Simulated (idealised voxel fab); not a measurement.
process module | voxel gate over fins
cross-section cut | 175 nm wide | cells 5 nm
A cross-section is a grid of square cells, given in bands from the top down. A band is one or more rows of cells.
Each band's line starts with the height of the band's top and of its bottom, in nm. Then come its materials from left to right, each with its width in nm. One material with "throughout" fills the band from edge to edge. "air" is empty space.
Height 0 is the level under which the wafer as received is all one material. The lowest band goes on downwards, as in "0 down".
A width such as "30 to 40" changes by the same amount from each row of cells to the next, from the band's top row to its bottom row.
"no change" after a step means that no cell of the cross-section changed.
closed voids: empty space of 8 cells or more with no open way to the top, each as width x height at its distance from the left edge, in nm
after a step's settings: what the simulator itself notes on the step
overlay nm, on a step with a mask: how far to the right of its planned place the mask lay; to the left if negative
plan
1 op RECEIVE | material Si
2 op CONFORMAL_DEP | material SiN | thk nm 10
3 op PATTERN | tone cover | mask id FINS | material resist | width nm 15 | pitch nm 35 | thk nm 15 | overlay nm 0
4 op DIRECTIONAL_ETCH | etch materials SiN | depth nm 10
5 op DIRECTIONAL_ETCH | etch materials Si | depth nm 30
6 op STRIP | etch materials resist
7 op OXIDIZE | depth nm 5
8 op FILL_DEP | material SiO2 | thk nm 10
9 op CMP | height nm 10
10 op SELECTIVE_ETCH | etch materials SiO2 | depth nm 20
11 op STRIP | etch materials SiN
12 op CONFORMAL_DEP | material HfO2 | thk nm 5
13 op CONFORMAL_DEP | material TiN | thk nm 5
14 op CONFORMAL_DEP | material TiAl | thk nm 5
15 op CONFORMAL_DEP | material TiN | thk nm 5
16 op FILL_DEP | material W | thk nm 15
17 op CMP | height nm 30
18 op CONFORMAL_DEP | material SiN | thk nm 5
first wafer, as planned
as received, after step 1
  0 down: Si throughout
  closed voids: none
after step 2
  10 to 0: SiN throughout
  below 0: unchanged
after step 3
  25 to 10: air 25 | resist 15 | air 20 | resist 15 | air 20 | resist 15 | air 20 | resist 15 | air 30
  below 10: unchanged
after step 4
  25 to 10: air 25 | resist 15 | air 20 | resist 15 | air 20 | resist 15 | air 20 | resist 15 | air 30
  10 to 0: air 25 | SiN 15 | air 20 | SiN 15 | air 20 | SiN 15 | air 20 | SiN 15 | air 30
  below 0: unchanged
after step 5
  25 to 10: air 25 | resist 15 | air 20 | resist 15 | air 20 | resist 15 | air 20 | resist 15 | air 30
  10 to 0: air 25 | SiN 15 | air 20 | SiN 15 | air 20 | SiN 15 | air 20 | SiN 15 | air 30
  0 to -30: air 25 | Si 15 | air 20 | Si 15 | air 20 | Si 15 | air 20 | Si 15 | air 30
  below -30: unchanged
after step 6
  10 to 0: air 25 | SiN 15 | air 20 | SiN 15 | air 20 | SiN 15 | air 20 | SiN 15 | air 30
  below 0: unchanged
after step 7
  10 to 0: air 25 | SiN 15 | air 20 | SiN 15 | air 20 | SiN 15 | air 20 | SiN 15 | air 30
  0 to -30: air 25 | SiO2 5 | Si 5 | SiO2 5 | air 20 | SiO2 5 | Si 5 | SiO2 5 | air 20 | SiO2 5 | Si 5 | SiO2 5 | air 20 | SiO2 5 | Si 5 | SiO2 5 | air 30
  -30 to -35: SiO2 30 | Si 5 | SiO2 30 | Si 5 | SiO2 30 | Si 5 | SiO2 30 | Si 5 | SiO2 35
  below -35: unchanged
after step 8
  20 to 10: SiO2 throughout
  10 to 0: SiO2 25 | SiN 15 | SiO2 20 | SiN 15 | SiO2 20 | SiN 15 | SiO2 20 | SiN 15 | SiO2 30
  0 to -35: SiO2 30 | Si 5 | SiO2 30 | Si 5 | SiO2 30 | Si 5 | SiO2 30 | Si 5 | SiO2 35
  below -35: unchanged
after step 9
  10 to 0: SiO2 25 | SiN 15 | SiO2 20 | SiN 15 | SiO2 20 | SiN 15 | SiO2 20 | SiN 15 | SiO2 30
  below 0: unchanged
after step 10
  10 to 0: air 25 | SiN 15 | air 20 | SiN 15 | air 20 | SiN 15 | air 20 | SiN 15 | air 30
  0 to -10: air 30 | Si 5 | air 30 | Si 5 | air 30 | Si 5 | air 30 | Si 5 | air 35
  below -10: unchanged
after step 11
  0 to -10: air 30 | Si 5 | air 30 | Si 5 | air 30 | Si 5 | air 30 | Si 5 | air 35
  below -10: unchanged
after step 12
  5 to 0: air 25 | HfO2 15 | air 20 | HfO2 15 | air 20 | HfO2 15 | air 20 | HfO2 15 | air 30
  0 to -5: air 25 | HfO2 5 | Si 5 | HfO2 5 | air 20 | HfO2 5 | Si 5 | HfO2 5 | air 20 | HfO2 5 | Si 5 | HfO2 5 | air 20 | HfO2 5 | Si 5 | HfO2 5 | air 30
  -5 to -10: HfO2 30 | Si 5 | HfO2 30 | Si 5 | HfO2 30 | Si 5 | HfO2 30 | Si 5 | HfO2 35
  below -10: unchanged
after step 13
  10 to 5: air 20 | TiN 25 | air 10 | TiN 25 | air 10 | TiN 25 | air 10 | TiN 25 | air 25
  5 to 0: air 20 | TiN 5 | HfO2 15 | TiN 5 | air 10 | TiN 5 | HfO2 15 | TiN 5 | air 10 | TiN 5 | HfO2 15 | TiN 5 | air 10 | TiN 5 | HfO2 15 | TiN 5 | air 25
  0 to -5: TiN 25 | HfO2 5 | Si 5 | HfO2 5 | TiN 20 | HfO2 5 | Si 5 | HfO2 5 | TiN 20 | HfO2 5 | Si 5 | HfO2 5 | TiN 20 | HfO2 5 | Si 5 | HfO2 5 | TiN 30
  below -5: unchanged
after step 14
  15 to 10: air 15 | TiAl 140 | air 20
  10 to 5: air 15 | TiAl 5 | TiN 25 | TiAl 10 | TiN 25 | TiAl 10 | TiN 25 | TiAl 10 | TiN 25 | TiAl 5 | air 20
  5 to 0: TiAl 20 | TiN 5 | HfO2 15 | TiN 5 | TiAl 10 | TiN 5 | HfO2 15 | TiN 5 | TiAl 10 | TiN 5 | HfO2 15 | TiN 5 | TiAl 10 | TiN 5 | HfO2 15 | TiN 5 | TiAl 25
  below 0: unchanged
after step 15
  20 to 15: air 10 | TiN 150 | air 15
  15 to 10: air 10 | TiN 5 | TiAl 140 | TiN 5 | air 15
  10 to 5: TiN 15 | TiAl 5 | TiN 25 | TiAl 10 | TiN 25 | TiAl 10 | TiN 25 | TiAl 10 | TiN 25 | TiAl 5 | TiN 20
  below 5: unchanged
after step 16
  35 to 20: W throughout
  20 to 15: W 10 | TiN 150 | W 15
  15 to 10: W 10 | TiN 5 | TiAl 140 | TiN 5 | W 15
  below 10: unchanged
after step 17
  30 to 20: W throughout
  below 20: unchanged
after step 18
  35 to 30: SiN throughout
  below 30: unchanged
second wafer: like start, like plan, one mistake. Through step 2 it matches the first wafer
when step 3 should have ended
  25 to 10: air 25 | resist 20 | air 15 | resist 20 | air 15 | resist 20 | air 15 | resist 20 | air 25
  below 10: unchanged
when step 4 should have ended
  25 to 10: air 25 | resist 20 | air 15 | resist 20 | air 15 | resist 20 | air 15 | resist 20 | air 25
  10 to 0: air 25 | SiN 20 | air 15 | SiN 20 | air 15 | SiN 20 | air 15 | SiN 20 | air 25
  below 0: unchanged
when step 5 should have ended
  25 to 10: air 25 | resist 20 | air 15 | resist 20 | air 15 | resist 20 | air 15 | resist 20 | air 25
  10 to 0: air 25 | SiN 20 | air 15 | SiN 20 | air 15 | SiN 20 | air 15 | SiN 20 | air 25
  0 to -30: air 25 | Si 20 | air 15 | Si 20 | air 15 | Si 20 | air 15 | Si 20 | air 25
  below -30: unchanged
when step 6 should have ended
  10 to 0: air 25 | SiN 20 | air 15 | SiN 20 | air 15 | SiN 20 | air 15 | SiN 20 | air 25
  below 0: unchanged
when step 7 should have ended
  10 to 0: air 25 | SiN 20 | air 15 | SiN 20 | air 15 | SiN 20 | air 15 | SiN 20 | air 25
  0 to -30: air 25 | SiO2 5 | Si 10 | SiO2 5 | air 15 | SiO2 5 | Si 10 | SiO2 5 | air 15 | SiO2 5 | Si 10 | SiO2 5 | air 15 | SiO2 5 | Si 10 | SiO2 5 | air 25
  -30 to -35: SiO2 30 | Si 10 | SiO2 25 | Si 10 | SiO2 25 | Si 10 | SiO2 25 | Si 10 | SiO2 30
  below -35: unchanged
when step 8 should have ended
  20 to 10: SiO2 throughout
  10 to 0: SiO2 25 | SiN 20 | SiO2 15 | SiN 20 | SiO2 15 | SiN 20 | SiO2 15 | SiN 20 | SiO2 25
  0 to -35: SiO2 30 | Si 10 | SiO2 25 | Si 10 | SiO2 25 | Si 10 | SiO2 25 | Si 10 | SiO2 30
  below -35: unchanged
when step 9 should have ended
  10 to 0: SiO2 25 | SiN 20 | SiO2 15 | SiN 20 | SiO2 15 | SiN 20 | SiO2 15 | SiN 20 | SiO2 25
  below 0: unchanged
when step 10 should have ended
  10 to 0: air 25 | SiN 20 | air 15 | SiN 20 | air 15 | SiN 20 | air 15 | SiN 20 | air 25
  0 to -10: air 30 | Si 10 | air 25 | Si 10 | air 25 | Si 10 | air 25 | Si 10 | air 30
  below -10: unchanged
when step 11 should have ended
  0 to -10: air 30 | Si 10 | air 25 | Si 10 | air 25 | Si 10 | air 25 | Si 10 | air 30
  below -10: unchanged
when step 12 should have ended
  5 to 0: air 25 | HfO2 20 | air 15 | HfO2 20 | air 15 | HfO2 20 | air 15 | HfO2 20 | air 25
  0 to -5: air 25 | HfO2 5 | Si 10 | HfO2 5 | air 15 | HfO2 5 | Si 10 | HfO2 5 | air 15 | HfO2 5 | Si 10 | HfO2 5 | air 15 | HfO2 5 | Si 10 | HfO2 5 | air 25
  -5 to -10: HfO2 30 | Si 10 | HfO2 25 | Si 10 | HfO2 25 | Si 10 | HfO2 25 | Si 10 | HfO2 30
  below -10: unchanged
when step 13 should have ended
  10 to 5: air 20 | TiN 30 | air 5 | TiN 30 | air 5 | TiN 30 | air 5 | TiN 30 | air 20
  5 to 0: air 20 | TiN 5 | HfO2 20 | TiN 5 | air 5 | TiN 5 | HfO2 20 | TiN 5 | air 5 | TiN 5 | HfO2 20 | TiN 5 | air 5 | TiN 5 | HfO2 20 | TiN 5 | air 20
  0 to -5: TiN 25 | HfO2 5 | Si 10 | HfO2 5 | TiN 15 | HfO2 5 | Si 10 | HfO2 5 | TiN 15 | HfO2 5 | Si 10 | HfO2 5 | TiN 15 | HfO2 5 | Si 10 | HfO2 5 | TiN 25
  below -5: unchanged
when step 14 should have ended
  15 to 10: air 15 | TiAl 145 | air 15
  10 to 5: air 15 | TiAl 5 | TiN 30 | TiAl 5 | TiN 30 | TiAl 5 | TiN 30 | TiAl 5 | TiN 30 | TiAl 5 | air 15
  5 to 0: TiAl 20 | TiN 5 | HfO2 20 | TiN 5 | TiAl 5 | TiN 5 | HfO2 20 | TiN 5 | TiAl 5 | TiN 5 | HfO2 20 | TiN 5 | TiAl 5 | TiN 5 | HfO2 20 | TiN 5 | TiAl 20
  below 0: unchanged
when step 15 should have ended
  20 to 15: air 10 | TiN 155 | air 10
  15 to 10: air 10 | TiN 5 | TiAl 145 | TiN 5 | air 10
  10 to 5: TiN 15 | TiAl 5 | TiN 30 | TiAl 5 | TiN 30 | TiAl 5 | TiN 30 | TiAl 5 | TiN 30 | TiAl 5 | TiN 15
  below 5: unchanged
when step 16 should have ended
  35 to 20: W throughout
  20 to 15: W 10 | TiN 155 | W 10
  15 to 10: W 10 | TiN 5 | TiAl 145 | TiN 5 | W 10
  below 10: unchanged
when step 17 should have ended
  30 to 20: W throughout
  below 20: unchanged
when step 18 should have ended
  35 to 30: SiN throughout
  below 30: unchanged
what went wrong: step 3 ran as: op PATTERN | tone cover | mask id FINS | material resist | width nm 20 | pitch nm 35 | thk nm 15 | overlay nm 0
at the end the second wafer has, in cells: 28 more of Si | 20 fewer of SiO2 | 6 fewer of TiAl | 2 fewer of W
